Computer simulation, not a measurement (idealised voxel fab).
process module | voxel air gaps
cross-section cut | 245 nm wide | cells 5 nm
A cross-section is a grid of square cells, given in bands from the top down. A band is one or more rows of cells.
Each band's line starts with the height of the band's top and of its bottom, in nm. Then come its materials from left to right, each with its width in nm. One material with "throughout" fills the band from edge to edge. "air" is empty space.
Height 0 is the level under which the wafer as received is all one material. The lowest band goes on downwards, as in "0 down".
A width such as "30 to 40" changes by the same amount from each row of cells to the next, from the band's top row to its bottom row.
"no change" after a step means that no cell of the cross-section changed.
closed voids: empty space of 8 cells or more with no open way to the top, each as width x height at its distance from the left edge, in nm
after a step's settings: what the simulator itself notes on the step
overlay nm, on a step with a mask: how far to the right of its planned place the mask lay; to the left if negative
plan
1 op RECEIVE | material Si
2 op CONFORMAL_DEP | material SiO2 | thk nm 15
3 op CONFORMAL_DEP | material SiCN | thk nm 5
4 op DIRECTIONAL_DEP | material lowk | thk nm 35
5 op PATTERN | tone open | mask id LINES | material resist | width nm 25 | pitch nm 55 | thk nm 20 | overlay nm 0
6 op DIRECTIONAL_ETCH | etch materials lowk | depth nm 35
7 op STRIP | etch materials resist
8 op CONFORMAL_DEP | material TiN | thk nm 5
9 op FILL_DEP | material W | thk nm 5
10 op CMP | height nm 55
11 op EPI | material Ru | thk nm 10
12 op SELECTIVE_ETCH | etch materials lowk | depth nm 45
13 op CONFORMAL_DEP | material SiCN | thk nm 5
first wafer, as planned
as received, after step 1
  0 down: Si throughout
  closed voids: none
after step 2
  15 to 0: SiO2 throughout
  below 0: unchanged
after step 3
  20 to 15: SiCN throughout
  below 15: unchanged
after step 4
  55 to 20: lowk throughout
  below 20: unchanged
after step 5
  75 to 55: resist 55 | air 25 | resist 30 | air 25 | resist 30 | air 25 | resist 55
  below 55: unchanged
after step 6
  75 to 55: resist 55 | air 25 | resist 30 | air 25 | resist 30 | air 25 | resist 55
  55 to 20: lowk 55 | air 25 | lowk 30 | air 25 | lowk 30 | air 25 | lowk 55
  below 20: unchanged
after step 7
  55 to 20: lowk 55 | air 25 | lowk 30 | air 25 | lowk 30 | air 25 | lowk 55
  below 20: unchanged
after step 8
  60 to 55: TiN 60 | air 15 | TiN 40 | air 15 | TiN 40 | air 15 | TiN 60
  55 to 25: lowk 55 | TiN 5 | air 15 | TiN 5 | lowk 30 | TiN 5 | air 15 | TiN 5 | lowk 30 | TiN 5 | air 15 | TiN 5 | lowk 55
  25 to 20: lowk 55 | TiN 25 | lowk 30 | TiN 25 | lowk 30 | TiN 25 | lowk 55
  below 20: unchanged
after step 9
  65 to 60: W throughout
  60 to 55: TiN 60 | W 15 | TiN 40 | W 15 | TiN 40 | W 15 | TiN 60
  55 to 25: lowk 55 | TiN 5 | W 15 | TiN 5 | lowk 30 | TiN 5 | W 15 | TiN 5 | lowk 30 | TiN 5 | W 15 | TiN 5 | lowk 55
  below 25: unchanged
after step 10
  55 to 25: lowk 55 | TiN 5 | W 15 | TiN 5 | lowk 30 | TiN 5 | W 15 | TiN 5 | lowk 30 | TiN 5 | W 15 | TiN 5 | lowk 55
  below 25: unchanged
after step 11
  65 to 55: air 45 | Ru 45 | air 10 | Ru 45 | air 10 | Ru 45 | air 45
  below 55: unchanged
after step 12
  65 to 55: air 45 | Ru 45 | air 10 | Ru 45 | air 10 | Ru 45 | air 45
  55 to 25: air 55 | TiN 5 | W 15 | TiN 5 | air 30 | TiN 5 | W 15 | TiN 5 | air 30 | TiN 5 | W 15 | TiN 5 | air 55
  25 to 20: air 55 | TiN 25 | air 30 | TiN 25 | air 30 | TiN 25 | air 55
  below 20: unchanged
after step 13
  70 to 65: air 40 | SiCN 165 | air 40
  65 to 55: air 40 | SiCN 5 | Ru 45 | SiCN 10 | Ru 45 | SiCN 10 | Ru 45 | SiCN 5 | air 40
  55 to 50: air 40 | SiCN 15 | TiN 5 | W 15 | TiN 5 | SiCN 30 | TiN 5 | W 15 | TiN 5 | SiCN 30 | TiN 5 | W 15 | TiN 5 | SiCN 15 | air 40
  50 to 25: air 50 | SiCN 5 | TiN 5 | W 15 | TiN 5 | SiCN 5 | air 20 | SiCN 5 | TiN 5 | W 15 | TiN 5 | SiCN 5 | air 20 | SiCN 5 | TiN 5 | W 15 | TiN 5 | SiCN 5 | air 50
  25 to 20: SiCN 55 | TiN 25 | SiCN 30 | TiN 25 | SiCN 30 | TiN 25 | SiCN 55
  below 20: unchanged
  closed voids: 20 x 25 at 85; 20 x 25 at 140
second wafer: like start, like plan, one mistake. Through step 4 it matches the first wafer
when step 5 should have ended
  75 to 55: air 55 | resist 25 | air 30 | resist 25 | air 30 | resist 25 | air 55
  below 55: unchanged
when step 6 should have ended
  75 to 55: air 55 | resist 25 | air 30 | resist 25 | air 30 | resist 25 | air 55
  55 to 20: air 55 | lowk 25 | air 30 | lowk 25 | air 30 | lowk 25 | air 55
  below 20: unchanged
when step 7 should have ended
  55 to 20: air 55 | lowk 25 | air 30 | lowk 25 | air 30 | lowk 25 | air 55
  below 20: unchanged
when step 8 should have ended
  60 to 55: air 50 | TiN 35 | air 20 | TiN 35 | air 20 | TiN 35 | air 50
  55 to 25: air 50 | TiN 5 | lowk 25 | TiN 5 | air 20 | TiN 5 | lowk 25 | TiN 5 | air 20 | TiN 5 | lowk 25 | TiN 5 | air 50
  25 to 20: TiN 55 | lowk 25 | TiN 30 | lowk 25 | TiN 30 | lowk 25 | TiN 55
  below 20: unchanged
when step 9 should have ended
  65 to 60: W throughout
  60 to 55: W 50 | TiN 35 | W 20 | TiN 35 | W 20 | TiN 35 | W 50
  55 to 25: W 50 | TiN 5 | lowk 25 | TiN 5 | W 20 | TiN 5 | lowk 25 | TiN 5 | W 20 | TiN 5 | lowk 25 | TiN 5 | W 50
  below 25: unchanged
when step 10 should have ended
  55 to 25: W 50 | TiN 5 | lowk 25 | TiN 5 | W 20 | TiN 5 | lowk 25 | TiN 5 | W 20 | TiN 5 | lowk 25 | TiN 5 | W 50
  below 25: unchanged
when step 11 should have ended
  65 to 55: Ru 65 | air 5 | Ru 50 | air 5 | Ru 50 | air 5 | Ru 65
  below 55: unchanged
when step 12 should have ended
  65 to 55: Ru 65 | air 5 | Ru 50 | air 5 | Ru 50 | air 5 | Ru 65
  55 to 25: W 50 | TiN 5 | air 25 | TiN 5 | W 20 | TiN 5 | air 25 | TiN 5 | W 20 | TiN 5 | air 25 | TiN 5 | W 50
  25 to 20: TiN 55 | air 25 | TiN 30 | air 25 | TiN 30 | air 25 | TiN 55
  below 20: unchanged
when step 13 should have ended
  70 to 65: SiCN throughout
  65 to 55: Ru 65 | SiCN 5 | Ru 50 | SiCN 5 | Ru 50 | SiCN 5 | Ru 65
  55 to 50: W 50 | TiN 5 | SiCN 25 | TiN 5 | W 20 | TiN 5 | SiCN 25 | TiN 5 | W 20 | TiN 5 | SiCN 25 | TiN 5 | W 50
  50 to 25: W 50 | TiN 5 | SiCN 5 | air 15 | SiCN 5 | TiN 5 | W 20 | TiN 5 | SiCN 5 | air 15 | SiCN 5 | TiN 5 | W 20 | TiN 5 | SiCN 5 | air 15 | SiCN 5 | TiN 5 | W 50
  25 to 20: TiN 55 | SiCN 25 | TiN 30 | SiCN 25 | TiN 30 | SiCN 25 | TiN 55
  below 20: unchanged
  closed voids: 15 x 25 at 60; 15 x 25 at 115; 15 x 25 at 170
what went wrong: step 5 ran as: op PATTERN | tone cover | mask id LINES | material resist | width nm 25 | pitch nm 55 | thk nm 20 | overlay nm 0
at the end the second wafer has, in cells: 38 more of Ru | 12 fewer of SiCN | 19 more of TiN | 114 more of W
closed voids at the end (first wafer, second wafer): 2, 3
